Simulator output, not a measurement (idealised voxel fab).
process module | voxel gate over fins
cross-section cut | 240 nm wide | cells 5 nm
A cross-section is a grid of square cells, given in bands from the top down. A band is one or more rows of cells.
Each band's line starts with the height of the band's top and of its bottom, in nm. Then come its materials from left to right, each with its width in nm. One material with "throughout" fills the band from edge to edge. "air" is empty space.
Height 0 is the level under which the wafer as received is all one material. The lowest band goes on downwards, as in "0 down".
A width such as "30 to 40" changes by the same amount from each row of cells to the next, from the band's top row to its bottom row.
"no change" after a step means that no cell of the cross-section changed.
closed voids: empty space of 8 cells or more with no open way to the top, each as width x height at its distance from the left edge, in nm
after a step's settings: what the simulator itself notes on the step
overlay nm, on a step with a mask: how far to the right of its planned place the mask lay; to the left if negative
plan
1 op RECEIVE | material Si
2 op CONFORMAL_DEP | material SiN | thk nm 10
3 op MASKED_ETCH | tone cover | mask id FINS | width nm 15 | pitch nm 50 | etch materials SiN | depth nm 10 | overlay nm 0
4 op MASKED_ETCH | tone cover | mask id FINS | width nm 15 | pitch nm 50 | etch materials Si | depth nm 40 | overlay nm 0
5 op FILL_DEP | material SiO2 | thk nm 5
6 op CMP | height nm 10
7 op MASKED_ETCH | tone open | mask id RAIL | width nm 15 | etch materials SiO2 | depth nm 45 | overlay nm 0
8 op CONFORMAL_DEP | material TiN | thk nm 5
9 op FILL_DEP | material Ru | thk nm 5
10 op CMP | height nm 10
11 op SELECTIVE_ETCH | etch materials W Ru TiN | depth nm 30
12 op FILL_DEP | material SiO2 | thk nm 5
13 op CMP | height nm 10
14 op SELECTIVE_ETCH | etch materials SiO2 | depth nm 20
15 op STRIP | etch materials SiN
16 op CONFORMAL_DEP | material HfO2 | thk nm 5
17 op CONFORMAL_DEP | material TiN | thk nm 5
18 op FILL_DEP | material W | thk nm 15
19 op CMP | height nm 20
20 op CONFORMAL_DEP | material SiN | thk nm 10
as received, after step 1
  0 down: Si throughout
  closed voids: none
a wafer at the end: this start, this plan, one mistake
  30 to 20: SiN throughout
  20 to 10: W throughout
  10 to 5: W 50 | TiN 35 | W 15 | TiN 35 | W 15 | TiN 35 | W 55
  5 to 0: W 50 | TiN 5 | HfO2 25 | TiN 5 | W 15 | TiN 5 | HfO2 25 | TiN 5 | W 15 | TiN 5 | HfO2 25 | TiN 5 | W 55
  0 to -5: TiN 55 | HfO2 5 | Si 15 | HfO2 5 | TiN 25 | HfO2 5 | Si 15 | HfO2 5 | TiN 25 | HfO2 5 | Si 15 | HfO2 5 | TiN 60
  -5 to -10: HfO2 60 | Si 15 | HfO2 35 | Si 15 | HfO2 35 | Si 15 | HfO2 65
  -10 to -20: SiO2 60 | Si 15 | SiO2 35 | Si 15 | SiO2 35 | Si 15 | SiO2 65
  -20 to -30: SiO2 60 | Si 15 | SiO2 10 | W 5 | Ru 5 | W 5 | SiO2 10 | Si 15 | SiO2 35 | Si 15 | SiO2 65
  -30 to -35: SiO2 60 | Si 15 | SiO2 10 | W 15 | SiO2 10 | Si 15 | SiO2 35 | Si 15 | SiO2 65
  -35 to -40: SiO2 60 | Si 15 | SiO2 35 | Si 15 | SiO2 35 | Si 15 | SiO2 65
  -40 down: Si throughout
  closed voids: none
what went wrong: step 8 ran as: op CONFORMAL_DEP | material W | thk nm 5
